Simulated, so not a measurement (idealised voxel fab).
Proc. module: voxel wiring stack
FYI the section here is cut, 245 nm wide, cells are 5 nm squares.
The cross-sections in this document take the form of a grid made of square cells. They are written out as bands, in order from top to bottom. Each band consists of one or more rows of cells.
Within each band entry, the heights of the top and of the bottom of the band appear first, in that order and in nm; the materials of the band then follow from left to right, each with its corresponding width in nm. The designation "throughout" on a single material indicates that it fills the band from edge to edge; the designation "air" indicates empty space.
Counting heights begins at 0, where everything beneath is, in the wafer as received, one material. The lowest band has no bottom; it goes on downwards, as "0 and below" shows.
The width entry "30..40" should be interpreted row by row: the top row of cells in the band takes the first number, the bottom row takes the second number, and the change between adjacent rows is uniform throughout.
Where the words "everything unchanged" appear for a step, the cross-section shows no cell changed by that step; every cell remained as before.
"Unvented voids" - sealed voids, min. 8 cells, no opening to top; format: width x height at distance (distance from left edge; nm throughout).
Note: text after step settings on the step line = simulator remark on that step.
The line of a step may include "overlay nm". On a step with a mask, this value is how far to the right of its planned place the mask lay. A negative value means the mask lay to the left.
In what follows, pairs of cross-sections are presented, each taken before and after one process step, with the after cross-section shown only down to the lowest band that was altered; the step, together with its settings, is stated below the pair. The pairs may stem from different runs of this module on the same starting wafer; accordingly, a pair should be taken as continuing from the one above it solely where its entry headed "Pre-step condition" indicates as much.

# Pre-step condition
	105 down to 90 = SiO2: 60 | air: 15 | SiO2: 20 | air: 15 | SiO2: 20 | air: 15 | SiO2: 20 | air: 15 | SiO2: 65
	90 down to 85 = SiCN throughout
	85 down to 65 = SiO2: 60 | Ru: 20 | SiO2: 15 | Ru: 20 | SiO2: 15 | Ru: 20 | SiO2: 15 | Ru: 20 | SiO2: 60
	65 down to 60 = SiO2: 60 | TiN: 20 | SiO2: 15 | TiN: 20 | SiO2: 15 | TiN: 20 | SiO2: 15 | TiN: 20 | SiO2: 60
	60 down to 40 = SiO2: 55 | Ru: 25 | SiO2: 45 | Ru: 25 | SiO2: 95
	40 down to 35 = SiCN: 55 | Ru: 25 | SiCN: 45 | Ru: 25 | SiCN: 95
	35 down to 15 = SiO2: 55 | SiN: 5 | Ru: 20 | SiN: 5 | SiO2: 5 | SiN: 5 | Ru: 20 | SiN: 5 | SiO2: 5 | SiN: 5 | Ru: 20 | SiN: 5 | SiO2: 5 | SiN: 5 | Ru: 20 | SiN: 5 | SiO2: 55
	15 down to 10 = SiN: 60 | TiN: 20 | SiN: 15 | TiN: 20 | SiN: 15 | TiN: 20 | SiN: 15 | TiN: 20 | SiN: 60
	10 down to 0 = SiO2 throughout
	0 and below = Si throughout
	Unvented voids: none

# Cross-Section Thereafter
	105 down to 90 = SiO2: 60 | air: 15 | SiO2: 20 | air: 15 | SiO2: 20 | air: 15 | SiO2: 20 | air: 15 | SiO2: 65
	90 down to 85 = SiCN: 60 | air: 15 | SiCN: 20 | air: 15 | SiCN: 20 | air: 15 | SiCN: 20 | air: 15 | SiCN: 65
	Below 85, no change.
	Unvented voids: none
The step that takes the structure from the upper cross-section to the lower one is MASKED_ETCH [tone open] [mask id PLUG_2] [width nm 15] [pitch nm 35] [etch materials SiCN] [depth nm 5] [overlay nm 0]

Pre-step condition: as shown after the step in the preceding pair, directly above.

# Cross-Section Thereafter
	110 down to 105 = TiN: 65 | air: 5 | TiN: 30 | air: 5 | TiN: 30 | air: 5 | TiN: 30 | air: 5 | TiN: 70
	105 down to 90 = SiO2: 60 | TiN: 5 | air: 5 | TiN: 5 | SiO2: 20 | TiN: 5 | air: 5 | TiN: 5 | SiO2: 20 | TiN: 5 | air: 5 | TiN: 5 | SiO2: 20 | TiN: 5 | air: 5 | TiN: 5 | SiO2: 65
	90 down to 85 = SiCN: 60 | TiN: 15 | SiCN: 20 | TiN: 15 | SiCN: 20 | TiN: 15 | SiCN: 20 | TiN: 15 | SiCN: 65
	Below 85, no change.
	Unvented voids: none
The step that takes the structure from the upper cross-section to the lower one is CONFORMAL_DEP [material TiN] [thk nm 5]

Pre-step condition: as shown after the step in the preceding pair, directly above.

# Cross-Section Thereafter
	115 down to 110 = W throughout
	110 down to 105 = TiN: 65 | W: 5 | TiN: 30 | W: 5 | TiN: 30 | W: 5 | TiN: 30 | W: 5 | TiN: 70
	105 down to 90 = SiO2: 60 | TiN: 5 | W: 5 | TiN: 5 | SiO2: 20 | TiN: 5 | W: 5 | TiN: 5 | SiO2: 20 | TiN: 5 | W: 5 | TiN: 5 | SiO2: 20 | TiN: 5 | W: 5 | TiN: 5 | SiO2: 65
	Below 90, no change.
	Unvented voids: none
The step that takes the structure from the upper cross-section to the lower one is FILL_DEP [material W] [thk nm 5]

Pre-step condition: as shown after the step in the preceding pair, directly above.

# Cross-Section Thereafter
	105 down to 90 = SiO2: 60 | TiN: 5 | W: 5 | TiN: 5 | SiO2: 20 | TiN: 5 | W: 5 | TiN: 5 | SiO2: 20 | TiN: 5 | W: 5 | TiN: 5 | SiO2: 20 | TiN: 5 | W: 5 | TiN: 5 | SiO2: 65
	Below 90, no change.
	Unvented voids: none
The step that takes the structure from the upper cross-section to the lower one is CMP [height nm 105]

Pre-step condition: as shown after the step in the preceding pair, directly above.

# Cross-Section Thereafter
	110 down to 105 = TiN throughout
	Below 105, no change.
	Unvented voids: none
The step that takes the structure from the upper cross-section to the lower one is DIRECTIONAL_DEP [material TiN] [thk nm 5]

Pre-step condition: as shown after the step in the preceding pair, directly above.

# Cross-Section Thereafter
	135 down to 110 = W throughout
	Below 110, no change.
	Unvented voids: none
The step that takes the structure from the upper cross-section to the lower one is DIRECTIONAL_DEP [material W] [thk nm 25]

Pre-step condition: as shown after the step in the preceding pair, directly above.

# Cross-Section Thereafter
	155 down to 135 = air: 60 | resist: 20 | air: 15 | resist: 20 | air: 15 | resist: 20 | air: 15 | resist: 20 | air: 60
	Below 135, no change.
	Unvented voids: none
The step that takes the structure from the upper cross-section to the lower one is PATTERN [tone cover] [mask id METAL_3] [material resist] [width nm 20] [pitch nm 35] [thk nm 20] [overlay nm 0]

Pre-step condition: as shown after the step in the preceding pair, directly above.

# Cross-Section Thereafter
	155 down to 135 = air: 60 | resist: 20 | air: 15 | resist: 20 | air: 15 | resist: 20 | air: 15 | resist: 20 | air: 60
	135 down to 110 = air: 60 | W: 20 | air: 15 | W: 20 | air: 15 | W: 20 | air: 15 | W: 20 | air: 60
	Below 110, no change.
	Unvented voids: none
The step that takes the structure from the upper cross-section to the lower one is DIRECTIONAL_ETCH [etch materials W] [depth nm 25]

Pre-step condition: as shown after the step in the preceding pair, directly above.

# Cross-Section Thereafter
	155 down to 135 = air: 60 | resist: 20 | air: 15 | resist: 20 | air: 15 | resist: 20 | air: 15 | resist: 20 | air: 60
	135 down to 110 = air: 60 | W: 20 | air: 15 | W: 20 | air: 15 | W: 20 | air: 15 | W: 20 | air: 60
	110 down to 105 = air: 60 | TiN: 20 | air: 15 | TiN: 20 | air: 15 | TiN: 20 | air: 15 | TiN: 20 | air: 60
	Below 105, no change.
	Unvented voids: none
The step that takes the structure from the upper cross-section to the lower one is DIRECTIONAL_ETCH [etch materials TiN] [depth nm 5]

Pre-step condition: as shown after the step in the preceding pair, directly above.

# Cross-Section Thereafter
	135 down to 110 = air: 60 | W: 20 | air: 15 | W: 20 | air: 15 | W: 20 | air: 15 | W: 20 | air: 60
	Below 110, no change.
	Unvented voids: none
The step that takes the structure from the upper cross-section to the lower one is STRIP [etch materials resist]

Pre-step condition: as shown after the step in the preceding pair, directly above.

# Cross-Section Thereafter
	140 down to 135 = SiO2 throughout
	135 down to 110 = SiO2: 60 | W: 20 | SiO2: 15 | W: 20 | SiO2: 15 | W: 20 | SiO2: 15 | W: 20 | SiO2: 60
	110 down to 105 = SiO2: 60 | TiN: 20 | SiO2: 15 | TiN: 20 | SiO2: 15 | TiN: 20 | SiO2: 15 | TiN: 20 | SiO2: 60
	Below 105, no change.
	Unvented voids: none
The step that takes the structure from the upper cross-section to the lower one is FILL_DEP [material SiO2] [thk nm 5]

Pre-step condition: as shown after the step in the preceding pair, directly above.

# Cross-Section Thereafter
	135 down to 110 = SiO2: 60 | W: 20 | SiO2: 15 | W: 20 | SiO2: 15 | W: 20 | SiO2: 15 | W: 20 | SiO2: 60
	Below 110, no change.
	Unvented voids: none
The step that takes the structure from the upper cross-section to the lower one is CMP [height nm 135]

Pre-step condition: as shown after the step in the preceding pair, directly above.

# Cross-Section Thereafter
	140 down to 135 = SiN throughout
	Below 135, no change.
	Unvented voids: none
The step that takes the structure from the upper cross-section to the lower one is CONFORMAL_DEP [material SiN] [thk nm 5]

# Pre-step condition
	85 down to 65 = air: 60 | Ru: 20 | air: 15 | Ru: 20 | air: 15 | Ru: 20 | air: 15 | Ru: 20 | air: 60
	65 down to 60 = TiN throughout
	60 down to 40 = SiO2: 60 | Ru: 15 | SiO2: 55 | Ru: 15 | SiO2: 100
	40 down to 35 = SiCN: 60 | Ru: 15 | SiCN: 55 | Ru: 15 | SiCN: 100
	35 down to 15 = SiO2: 55 | SiN: 5 | Ru: 20 | SiN: 5 | SiO2: 5 | SiN: 5 | Ru: 20 | SiN: 5 | SiO2: 5 | SiN: 5 | Ru: 20 | SiN: 5 | SiO2: 5 | SiN: 5 | Ru: 20 | SiN: 5 | SiO2: 55
	15 down to 10 = SiN: 60 | TiN: 20 | SiN: 15 | TiN: 20 | SiN: 15 | TiN: 20 | SiN: 15 | TiN: 20 | SiN: 60
	10 down to 0 = SiO2 throughout
	0 and below = Si throughout
	Unvented voids: none

# Cross-Section Thereafter
	85 down to 65 = air: 60 | Ru: 20 | air: 15 | Ru: 20 | air: 15 | Ru: 20 | air: 15 | Ru: 20 | air: 60
	65 down to 60 = air: 55 | TiN: 25 | air: 10 | TiN: 25 | air: 10 | TiN: 25 | air: 10 | TiN: 25 | air: 60
	Below 60, no change.
	Unvented voids: none
The step that takes the structure from the upper cross-section to the lower one is MASKED_ETCH [tone cover] [mask id METAL_2] [width nm 20] [pitch nm 35] [etch materials TiN] [depth nm 5] [overlay nm -5]

Pre-step condition: as shown after the step in the preceding pair, directly above.

# Cross-Section Thereafter
	95 down to 85 = SiO2 throughout
	85 down to 65 = SiO2: 60 | Ru: 20 | SiO2: 15 | Ru: 20 | SiO2: 15 | Ru: 20 | SiO2: 15 | Ru: 20 | SiO2: 60
	65 down to 60 = SiO2: 55 | TiN: 25 | SiO2: 10 | TiN: 25 | SiO2: 10 | TiN: 25 | SiO2: 10 | TiN: 25 | SiO2: 60
	Below 60, no change.
	Unvented voids: none
The step that takes the structure from the upper cross-section to the lower one is FILL_DEP [material SiO2] [thk nm 10]

Pre-step condition: as shown after the step in the preceding pair, directly above.

# Cross-Section Thereafter
	85 down to 65 = SiO2: 60 | Ru: 20 | SiO2: 15 | Ru: 20 | SiO2: 15 | Ru: 20 | SiO2: 15 | Ru: 20 | SiO2: 60
	Below 65, no change.
	Unvented voids: none
The step that takes the structure from the upper cross-section to the lower one is CMP [height nm 85]

Pre-step condition: as shown after the step in the preceding pair, directly above.

# Cross-Section Thereafter
	90 down to 85 = SiCN throughout
	Below 85, no change.
	Unvented voids: none
The step that takes the structure from the upper cross-section to the lower one is CONFORMAL_DEP [material SiCN] [thk nm 5]

Pre-step condition: as shown after the step in the preceding pair, directly above.

# Cross-Section Thereafter
	105 down to 90 = SiO2 throughout
	Below 90, no change.
	Unvented voids: none
The step that takes the structure from the upper cross-section to the lower one is DIRECTIONAL_DEP [material SiO2] [thk nm 15]

Pre-step condition: as shown after the step in the preceding pair, directly above.

# Cross-Section Thereafter
	105 down to 90 = SiO2: 60 | air: 15 | SiO2: 20 | air: 15 | SiO2: 20 | air: 15 | SiO2: 20 | air: 15 | SiO2: 65
	Below 90, no change.
	Unvented voids: none
The step that takes the structure from the upper cross-section to the lower one is MASKED_ETCH [tone open] [mask id PLUG_2] [width nm 15] [pitch nm 35] [etch materials SiO2] [depth nm 15] [overlay nm 0]

Pre-step condition: as shown after the step in the preceding pair, directly above.

# Cross-Section Thereafter
	105 down to 90 = SiO2: 60 | air: 15 | SiO2: 20 | air: 15 | SiO2: 20 | air: 15 | SiO2: 20 | air: 15 | SiO2: 65
	90 down to 85 = SiCN: 60 | air: 15 | SiCN: 20 | air: 15 | SiCN: 20 | air: 15 | SiCN: 20 | air: 15 | SiCN: 65
	Below 85, no change.
	Unvented voids: none
The step that takes the structure from the upper cross-section to the lower one is MASKED_ETCH [tone open] [mask id PLUG_2] [width nm 15] [pitch nm 35] [etch materials SiCN] [depth nm 5] [overlay nm 0]

Pre-step condition: as shown after the step in the preceding pair, directly above.

# Cross-Section Thereafter
	110 down to 105 = TiN: 65 | air: 5 | TiN: 30 | air: 5 | TiN: 30 | air: 5 | TiN: 30 | air: 5 | TiN: 70
	105 down to 90 = SiO2: 60 | TiN: 5 | air: 5 | TiN: 5 | SiO2: 20 | TiN: 5 | air: 5 | TiN: 5 | SiO2: 20 | TiN: 5 | air: 5 | TiN: 5 | SiO2: 20 | TiN: 5 | air: 5 | TiN: 5 | SiO2: 65
	90 down to 85 = SiCN: 60 | TiN: 15 | SiCN: 20 | TiN: 15 | SiCN: 20 | TiN: 15 | SiCN: 20 | TiN: 15 | SiCN: 65
	Below 85, no change.
	Unvented voids: none
The step that takes the structure from the upper cross-section to the lower one is CONFORMAL_DEP [material TiN] [thk nm 5]

Pre-step condition: as shown after the step in the preceding pair, directly above.

# Cross-Section Thereafter
	115 down to 110 = W throughout
	110 down to 105 = TiN: 65 | W: 5 | TiN: 30 | W: 5 | TiN: 30 | W: 5 | TiN: 30 | W: 5 | TiN: 70
	105 down to 90 = SiO2: 60 | TiN: 5 | W: 5 | TiN: 5 | SiO2: 20 | TiN: 5 | W: 5 | TiN: 5 | SiO2: 20 | TiN: 5 | W: 5 | TiN: 5 | SiO2: 20 | TiN: 5 | W: 5 | TiN: 5 | SiO2: 65
	Below 90, no change.
	Unvented voids: none
The step that takes the structure from the upper cross-section to the lower one is FILL_DEP [material W] [thk nm 5]

Pre-step condition: as shown after the step in the preceding pair, directly above.

# Cross-Section Thereafter
	105 down to 90 = SiO2: 60 | TiN: 5 | W: 5 | TiN: 5 | SiO2: 20 | TiN: 5 | W: 5 | TiN: 5 | SiO2: 20 | TiN: 5 | W: 5 | TiN: 5 | SiO2: 20 | TiN: 5 | W: 5 | TiN: 5 | SiO2: 65
	Below 90, no change.
	Unvented voids: none
The step that takes the structure from the upper cross-section to the lower one is CMP [height nm 105]

Pre-step condition: as shown after the step in the preceding pair, directly above.

# Cross-Section Thereafter
	110 down to 105 = TiN throughout
	Below 105, no change.
	Unvented voids: none
The step that takes the structure from the upper cross-section to the lower one is DIRECTIONAL_DEP [material TiN] [thk nm 5]

Pre-step condition: as shown after the step in the preceding pair, directly above.

# Cross-Section Thereafter
	135 down to 110 = W throughout
	Below 110, no change.
	Unvented voids: none
The step that takes the structure from the upper cross-section to the lower one is DIRECTIONAL_DEP [material W] [thk nm 25]

Pre-step condition: as shown after the step in the preceding pair, directly above.

# Cross-Section Thereafter
	155 down to 135 = air: 60 | resist: 20 | air: 15 | resist: 20 | air: 15 | resist: 20 | air: 15 | resist: 20 | air: 60
	Below 135, no change.
	Unvented voids: none
The step that takes the structure from the upper cross-section to the lower one is PATTERN [tone cover] [mask id METAL_3] [material resist] [width nm 20] [pitch nm 35] [thk nm 20] [overlay nm 0]

Pre-step condition: as shown after the step in the preceding pair, directly above.

# Cross-Section Thereafter
	155 down to 135 = air: 60 | resist: 20 | air: 15 | resist: 20 | air: 15 | resist: 20 | air: 15 | resist: 20 | air: 60
	135 down to 110 = air: 60 | W: 20 | air: 15 | W: 20 | air: 15 | W: 20 | air: 15 | W: 20 | air: 60
	Below 110, no change.
	Unvented voids: none
The step that takes the structure from the upper cross-section to the lower one is DIRECTIONAL_ETCH [etch materials W] [depth nm 25]

Pre-step condition: as shown after the step in the preceding pair, directly above.

# Cross-Section Thereafter
	155 down to 135 = air: 60 | resist: 20 | air: 15 | resist: 20 | air: 15 | resist: 20 | air: 15 | resist: 20 | air: 60
	135 down to 110 = air: 60 | W: 20 | air: 15 | W: 20 | air: 15 | W: 20 | air: 15 | W: 20 | air: 60
	110 down to 105 = air: 60 | TiN: 20 | air: 15 | TiN: 20 | air: 15 | TiN: 20 | air: 15 | TiN: 20 | air: 60
	Below 105, no change.
	Unvented voids: none
The step that takes the structure from the upper cross-section to the lower one is DIRECTIONAL_ETCH [etch materials TiN] [depth nm 5]

Pre-step condition: as shown after the step in the preceding pair, directly above.

# Cross-Section Thereafter
	135 down to 110 = air: 60 | W: 20 | air: 15 | W: 20 | air: 15 | W: 20 | air: 15 | W: 20 | air: 60
	Below 110, no change.
	Unvented voids: none
The step that takes the structure from the upper cross-section to the lower one is STRIP [etch materials resist]

Pre-step condition: as shown after the step in the preceding pair, directly above.

# Cross-Section Thereafter
	140 down to 135 = SiO2 throughout
	135 down to 110 = SiO2: 60 | W: 20 | SiO2: 15 | W: 20 | SiO2: 15 | W: 20 | SiO2: 15 | W: 20 | SiO2: 60
	110 down to 105 = SiO2: 60 | TiN: 20 | SiO2: 15 | TiN: 20 | SiO2: 15 | TiN: 20 | SiO2: 15 | TiN: 20 | SiO2: 60
	Below 105, no change.
	Unvented voids: none
The step that takes the structure from the upper cross-section to the lower one is FILL_DEP [material SiO2] [thk nm 5]

Pre-step condition: as shown after the step in the preceding pair, directly above.

# Cross-Section Thereafter
	135 down to 110 = SiO2: 60 | W: 20 | SiO2: 15 | W: 20 | SiO2: 15 | W: 20 | SiO2: 15 | W: 20 | SiO2: 60
	Below 110, no change.
	Unvented voids: none
The step that takes the structure from the upper cross-section to the lower one is CMP [height nm 135]

Pre-step condition: as shown after the step in the preceding pair, directly above.

# Cross-Section Thereafter
	140 down to 135 = SiN throughout
	Below 135, no change.
	Unvented voids: none
The step that takes the structure from the upper cross-section to the lower one is CONFORMAL_DEP [material SiN] [thk nm 5]

# Pre-step condition
	90 down to 85 = SiCN throughout
	85 down to 65 = SiO2: 60 | Ru: 20 | SiO2: 15 | Ru: 20 | SiO2: 15 | Ru: 20 | SiO2: 15 | Ru: 20 | SiO2: 60
	65 down to 60 = SiO2: 60 | TiN: 20 | SiO2: 15 | TiN: 20 | SiO2: 15 | TiN: 20 | SiO2: 15 | TiN: 20 | SiO2: 60
	60 down to 40 = SiO2: 60 | Ru: 15 | SiO2: 55 | Ru: 15 | SiO2: 100
	40 down to 35 = SiCN: 60 | Ru: 15 | SiCN: 55 | Ru: 15 | SiCN: 100
	35 down to 15 = SiO2: 55 | SiN: 5 | Ru: 20 | SiN: 5 | SiO2: 5 | SiN: 5 | Ru: 20 | SiN: 5 | SiO2: 5 | SiN: 5 | Ru: 20 | SiN: 5 | SiO2: 5 | SiN: 5 | Ru: 20 | SiN: 5 | SiO2: 55
	15 down to 10 = SiN: 60 | TiN: 20 | SiN: 15 | TiN: 20 | SiN: 15 | TiN: 20 | SiN: 15 | TiN: 20 | SiN: 60
	10 down to 0 = SiO2 throughout
	0 and below = Si throughout
	Unvented voids: none

# Cross-Section Thereafter
	105 down to 90 = W throughout
	Below 90, no change.
	Unvented voids: none
The step that takes the structure from the upper cross-section to the lower one is DIRECTIONAL_DEP [material W] [thk nm 15]

Pre-step condition: as shown after the step in the preceding pair, directly above.

# Cross-Section Thereafter
	110 down to 105 = TiN throughout
	Below 105, no change.
	Unvented voids: none
The step that takes the structure from the upper cross-section to the lower one is CONFORMAL_DEP [material TiN] [thk nm 5]

Pre-step condition: as shown after the step in the preceding pair, directly above.

# Cross-Section Thereafter
	115 down to 110 = W throughout
	Below 110, no change.
	Unvented voids: none
The step that takes the structure from the upper cross-section to the lower one is FILL_DEP [material W] [thk nm 5]

Pre-step condition: as shown after the step in the preceding pair, directly above.

# Cross-Section Thereafter
	105 down to 90 = W throughout
	Below 90, no change.
	Unvented voids: none
The step that takes the structure from the upper cross-section to the lower one is CMP [height nm 105]

Pre-step condition: as shown after the step in the preceding pair, directly above.

# Cross-Section Thereafter
	110 down to 105 = TiN throughout
	Below 105, no change.
	Unvented voids: none
The step that takes the structure from the upper cross-section to the lower one is DIRECTIONAL_DEP [material TiN] [thk nm 5]

Pre-step condition: as shown after the step in the preceding pair, directly above.

# Cross-Section Thereafter
	135 down to 110 = W throughout
	Below 110, no change.
	Unvented voids: none
The step that takes the structure from the upper cross-section to the lower one is DIRECTIONAL_DEP [material W] [thk nm 25]

Pre-step condition: as shown after the step in the preceding pair, directly above.

# Cross-Section Thereafter
	155 down to 135 = air: 60 | resist: 20 | air: 15 | resist: 20 | air: 15 | resist: 20 | air: 15 | resist: 20 | air: 60
	Below 135, no change.
	Unvented voids: none
The step that takes the structure from the upper cross-section to the lower one is PATTERN [tone cover] [mask id METAL_3] [material resist] [width nm 20] [pitch nm 35] [thk nm 20] [overlay nm 0]

Pre-step condition: as shown after the step in the preceding pair, directly above.

# Cross-Section Thereafter
	155 down to 135 = air: 60 | resist: 20 | air: 15 | resist: 20 | air: 15 | resist: 20 | air: 15 | resist: 20 | air: 60
	135 down to 110 = air: 60 | W: 20 | air: 15 | W: 20 | air: 15 | W: 20 | air: 15 | W: 20 | air: 60
	Below 110, no change.
	Unvented voids: none
The step that takes the structure from the upper cross-section to the lower one is DIRECTIONAL_ETCH [etch materials W] [depth nm 25]

Pre-step condition: as shown after the step in the preceding pair, directly above.

# Cross-Section Thereafter
	155 down to 135 = air: 60 | resist: 20 | air: 15 | resist: 20 | air: 15 | resist: 20 | air: 15 | resist: 20 | air: 60
	135 down to 110 = air: 60 | W: 20 | air: 15 | W: 20 | air: 15 | W: 20 | air: 15 | W: 20 | air: 60
	110 down to 105 = air: 60 | TiN: 20 | air: 15 | TiN: 20 | air: 15 | TiN: 20 | air: 15 | TiN: 20 | air: 60
	Below 105, no change.
	Unvented voids: none
The step that takes the structure from the upper cross-section to the lower one is DIRECTIONAL_ETCH [etch materials TiN] [depth nm 5]

Pre-step condition: as shown after the step in the preceding pair, directly above.

# Cross-Section Thereafter
	135 down to 110 = air: 60 | W: 20 | air: 15 | W: 20 | air: 15 | W: 20 | air: 15 | W: 20 | air: 60
	Below 110, no change.
	Unvented voids: none
The step that takes the structure from the upper cross-section to the lower one is STRIP [etch materials resist]

Pre-step condition: as shown after the step in the preceding pair, directly above.

# Cross-Section Thereafter
	140 down to 135 = SiO2 throughout
	135 down to 110 = SiO2: 60 | W: 20 | SiO2: 15 | W: 20 | SiO2: 15 | W: 20 | SiO2: 15 | W: 20 | SiO2: 60
	110 down to 105 = SiO2: 60 | TiN: 20 | SiO2: 15 | TiN: 20 | SiO2: 15 | TiN: 20 | SiO2: 15 | TiN: 20 | SiO2: 60
	Below 105, no change.
	Unvented voids: none
The step that takes the structure from the upper cross-section to the lower one is FILL_DEP [material SiO2] [thk nm 5]

Pre-step condition: as shown after the step in the preceding pair, directly above.

# Cross-Section Thereafter
	135 down to 110 = SiO2: 60 | W: 20 | SiO2: 15 | W: 20 | SiO2: 15 | W: 20 | SiO2: 15 | W: 20 | SiO2: 60
	Below 110, no change.
	Unvented voids: none
The step that takes the structure from the upper cross-section to the lower one is CMP [height nm 135]

Pre-step condition: as shown after the step in the preceding pair, directly above.

# Cross-Section Thereafter
	140 down to 135 = SiN throughout
	Below 135, no change.
	Unvented voids: none
The step that takes the structure from the upper cross-section to the lower one is CONFORMAL_DEP [material SiN] [thk nm 5]

# Pre-step condition
	135 down to 110 = W throughout
	110 down to 105 = TiN throughout
	105 down to 90 = SiO2: 60 | TiN: 5 | W: 5 | TiN: 5 | SiO2: 20 | TiN: 5 | W: 5 | TiN: 5 | SiO2: 20 | TiN: 5 | W: 5 | TiN: 5 | SiO2: 20 | TiN: 5 | W: 5 | TiN: 5 | SiO2: 65
	90 down to 85 = SiCN: 60 | TiN: 15 | SiCN: 20 | TiN: 15 | SiCN: 20 | TiN: 15 | SiCN: 20 | TiN: 15 | SiCN: 65
	85 down to 65 = SiO2: 60 | Ru: 20 | SiO2: 15 | Ru: 20 | SiO2: 15 | Ru: 20 | SiO2: 15 | Ru: 20 | SiO2: 60
	65 down to 60 = SiO2: 60 | TiN: 20 | SiO2: 15 | TiN: 20 | SiO2: 15 | TiN: 20 | SiO2: 15 | TiN: 20 | SiO2: 60
	60 down to 40 = SiO2: 60 | Ru: 15 | SiO2: 55 | Ru: 15 | SiO2: 100
	40 down to 35 = SiCN: 60 | Ru: 15 | SiCN: 55 | Ru: 15 | SiCN: 100
	35 down to 15 = SiO2: 55 | SiN: 5 | Ru: 20 | SiN: 5 | SiO2: 5 | SiN: 5 | Ru: 20 | SiN: 5 | SiO2: 5 | SiN: 5 | Ru: 20 | SiN: 5 | SiO2: 5 | SiN: 5 | Ru: 20 | SiN: 5 | SiO2: 55
	15 down to 10 = SiN: 60 | TiN: 20 | SiN: 15 | TiN: 20 | SiN: 15 | TiN: 20 | SiN: 15 | TiN: 20 | SiN: 60
	10 down to 0 = SiO2 throughout
	0 and below = Si throughout
	Unvented voids: none

# Cross-Section Thereafter
	155 down to 135 = resist: 60 | air: 20 | resist: 15 | air: 20 | resist: 15 | air: 20 | resist: 15 | air: 20 | resist: 60
	Below 135, no change.
	Unvented voids: none
The step that takes the structure from the upper cross-section to the lower one is PATTERN [tone open] [mask id METAL_3] [material resist] [width nm 20] [pitch nm 35] [thk nm 20] [overlay nm 0]

Pre-step condition: as shown after the step in the preceding pair, directly above.

# Cross-Section Thereafter
	155 down to 135 = resist: 60 | air: 20 | resist: 15 | air: 20 | resist: 15 | air: 20 | resist: 15 | air: 20 | resist: 60
	135 down to 110 = W: 60 | air: 20 | W: 15 | air: 20 | W: 15 | air: 20 | W: 15 | air: 20 | W: 60
	Below 110, no change.
	Unvented voids: none
The step that takes the structure from the upper cross-section to the lower one is DIRECTIONAL_ETCH [etch materials W] [depth nm 25]

Pre-step condition: as shown after the step in the preceding pair, directly above.

# Cross-Section Thereafter
	155 down to 135 = resist: 60 | air: 20 | resist: 15 | air: 20 | resist: 15 | air: 20 | resist: 15 | air: 20 | resist: 60
	135 down to 110 = W: 60 | air: 20 | W: 15 | air: 20 | W: 15 | air: 20 | W: 15 | air: 20 | W: 60
	110 down to 105 = TiN: 60 | air: 20 | TiN: 15 | air: 20 | TiN: 15 | air: 20 | TiN: 15 | air: 20 | TiN: 60
	Below 105, no change.
	Unvented voids: none
The step that takes the structure from the upper cross-section to the lower one is DIRECTIONAL_ETCH [etch materials TiN] [depth nm 5]

Pre-step condition: as shown after the step in the preceding pair, directly above.

# Cross-Section Thereafter
	135 down to 110 = W: 60 | air: 20 | W: 15 | air: 20 | W: 15 | air: 20 | W: 15 | air: 20 | W: 60
	Below 110, no change.
	Unvented voids: none
The step that takes the structure from the upper cross-section to the lower one is STRIP [etch materials resist]

Pre-step condition: as shown after the step in the preceding pair, directly above.

# Cross-Section Thereafter
	140 down to 135 = SiO2 throughout
	135 down to 110 = W: 60 | SiO2: 20 | W: 15 | SiO2: 20 | W: 15 | SiO2: 20 | W: 15 | SiO2: 20 | W: 60
	110 down to 105 = TiN: 60 | SiO2: 20 | TiN: 15 | SiO2: 20 | TiN: 15 | SiO2: 20 | TiN: 15 | SiO2: 20 | TiN: 60
	Below 105, no change.
	Unvented voids: none
The step that takes the structure from the upper cross-section to the lower one is FILL_DEP [material SiO2] [thk nm 5]

Pre-step condition: as shown after the step in the preceding pair, directly above.

# Cross-Section Thereafter
	135 down to 110 = W: 60 | SiO2: 20 | W: 15 | SiO2: 20 | W: 15 | SiO2: 20 | W: 15 | SiO2: 20 | W: 60
	Below 110, no change.
	Unvented voids: none
The step that takes the structure from the upper cross-section to the lower one is CMP [height nm 135]

Pre-step condition: as shown after the step in the preceding pair, directly above.

# Cross-Section Thereafter
	140 down to 135 = SiN throughout
	Below 135, no change.
	Unvented voids: none
The step that takes the structure from the upper cross-section to the lower one is CONFORMAL_DEP [material SiN] [thk nm 5]
